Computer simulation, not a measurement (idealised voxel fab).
Process module heading - voxel spacer lines
Shown is cross-section cut, with a width of 170 nm and square cells of size 5 nm.
Cross-sections here: square-cell grids, written as top-down lists of bands, a band being one or more rows of cells.
Band: top height; bottom height; in nm. Then, left to right: material with width in nm, for each material. "full width": a single material spanning edge to edge. "empty": empty space.
The reference from which all heights are counted is 0, the level beneath which the as-received wafer is entirely one material; the lowest band, having no lower bound, proceeds downward and is written after the example "0 and below".
Width "30 to 40": first value at the band's top row of cells, second value at its bottom row, equal change from row to row.
When a step is marked "no change occurred", none of the cells in the cross-section changed during that step.
Enclosed void catalog: empty space of 8 cells or more with no open way to the top, each as width x height at its distance from the left edge, in nm
after a step's settings: what the simulator itself notes on the step
Among the settings permitted on a step's line is "overlay nm"; applied to a step with a mask, it specifies the extent to which the mask lay to the right of its planned position, whereas a negative figure signifies a position to the left.
Process steps (planned):
1: RECEIVE,material Si
2: CONFORMAL_DEP,material Al2O3,thk nm 10
3: DIRECTIONAL_DEP,material TiN,thk nm 10
4: DIRECTIONAL_DEP,material polySi,thk nm 25
5: PATTERN,tone cover,mask id MANDREL,material resist,width nm 15,pitch nm 60,thk nm 35,overlay nm -15
6: DIRECTIONAL_ETCH,etch materials polySi,depth nm 25
7: STRIP,etch materials resist
8: CONFORMAL_DEP,material SiO2,thk nm 15
9: DIRECTIONAL_ETCH,etch materials SiO2,depth nm 15
10: STRIP,etch materials polySi
11: DIRECTIONAL_ETCH,etch materials TiN,depth nm 10
12: STRIP,etch materials SiO2
13: FILL_DEP,material lowk,thk nm 5
14: CMP,height nm 20
Don't read the plan's overlay nm for step 5 as applying to every wafer: that's the first wafer's value, and the wafers differ in it, though they all start identical.
This is how the first of several wafers looked in cross-section when it arrived, which is after step 1:
* 0 and below | Si full width
* Enclosed void catalog: none
The figure below presents a cross-section of the first of several wafers at the conclusion of the module, following its last step, step 14:
* 20 down to 10 | lowk=15  TiN=15  lowk=15  TiN=15  lowk=15  TiN=15  lowk=15  TiN=15  lowk=50
* 10 down to 0 | Al2O3 full width
* 0 and below | Si full width
* Enclosed void catalog: none
Showing the last wafer in cross-section at the end of the module:
* 20 down to 10 | lowk=45  TiN=15  lowk=15  TiN=15  lowk=15  TiN=15  lowk=15  TiN=15  lowk=20
* 10 down to 0 | Al2O3 full width
* 0 and below | Si full width
* Enclosed void catalog: none
The following table contains a row per wafer, in which are reported, at the conclusion of the module, the cells of each material gained (+) or lost (-) since the wafer's receipt, with its closed voids given thereafter:
overlay nm -15 | +68 Al2O3 | +24 TiN | +44 lowk | Enclosed void catalog: none
overlay nm -10 | +68 Al2O3 | +24 TiN | +44 lowk | Enclosed void catalog: none
overlay nm -5 | +68 Al2O3 | +24 TiN | +44 lowk | Enclosed void catalog: none
overlay nm 0 | +68 Al2O3 | +24 TiN | +44 lowk | Enclosed void catalog: none
overlay nm 5 | +68 Al2O3 | +24 TiN | +44 lowk | Enclosed void catalog: none
overlay nm 10 | +68 Al2O3 | +24 TiN | +44 lowk | Enclosed void catalog: none
overlay nm 15 | +68 Al2O3 | +24 TiN | +44 lowk | Enclosed void catalog: none
